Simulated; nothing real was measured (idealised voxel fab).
Presented below is a process module, voxel self aligned contacts.
Square cell edge 5 nm, section width 210 nm, ID cut.
The cross-sections in this document take the form of a grid made of square cells. They are written out as bands, in order from top to bottom. Each band consists of one or more rows of cells. Per band: top height and bottom height in nm, followed by the left-to-right materials and their widths in nm; "full width" marks a single material spanning edge to edge, "air" marks empty space. Ref level 0: as-received wafer is one material below here. Bottom band extends down with no lower bound ("z 0 and below"). Read "30->40" as a graded width: first number on top, second number at the bottom, same change between each pair of neighbouring rows. Step marked "remained the same"? Then no cell in the cross-section changed in it. In "Sealed internal cavities" the enclosed voids are listed, meaning empty spaces of 8 cells or larger without any opening to the top. The form is width x height at distance, distance from the left edge, units nm. Heads up: the bit after the settings on a step's line is the simulator's remark on that step. overlay nm: for a step with a mask, the amount by which the mask lay right of where it was planned; a negative amount means left of it.
-- The planned process steps are enumerated hereunder
1: RECEIVE: material Si
2: OXIDIZE: depth nm 5
3: DIRECTIONAL_DEP: material polySi, thk nm 20
4: DIRECTIONAL_DEP: material SiN, thk nm 15
5: MASKED_ETCH: tone cover, mask id GATE, width nm 35, pitch nm 65, etch materials SiN, depth nm 15, overlay nm 0
6: MASKED_ETCH: tone cover, mask id GATE, width nm 35, pitch nm 65, etch materials polySi, depth nm 20, overlay nm 0
7: CONFORMAL_DEP: material SiN, thk nm 5
8: DIRECTIONAL_ETCH: etch materials SiN, depth nm 5
9: FILL_DEP: material SiO2, thk nm 10
10: CMP: height nm 40
11: MASKED_ETCH: tone open, mask id CONTACT, width nm 50, etch materials SiO2, depth nm 45, overlay nm 0
12: CONFORMAL_DEP: material TiN, thk nm 5
13: FILL_DEP: material W, thk nm 10
14: CMP: height nm 40
15: CONFORMAL_DEP: material SiN, thk nm 5
-- Wafer as received: cross-section following step 1
* z 0 and below: Si full width
* Sealed internal cavities: none
-- Wafer cross-section at end of module: start and plan as shown above, one execution error
* z 45 to 40: SiN full width
* z 40 to 35: SiO2=85  TiN=15  W=10  TiN=20  SiO2=80
* z 35 to 20: SiO2=50  SiN=45  TiN=5  W=10  TiN=5  SiN=45  SiO2=50
* z 20 to 0: SiO2=50  SiN=5  polySi=35  SiN=5  TiN=5  W=10  TiN=5  SiN=5  polySi=35  SiN=5  SiO2=50
* z 0 to -5: SiO2=95  TiN=20  SiO2=95
* z -5 and below: Si full width
* Sealed internal cavities: none
So what did we get wrong on this run? in deviation from the planned setting, step 11 was conducted as MASKED_ETCH: tone open, mask id CONTACT, width nm 45, etch materials SiO2, depth nm 45, overlay nm 0
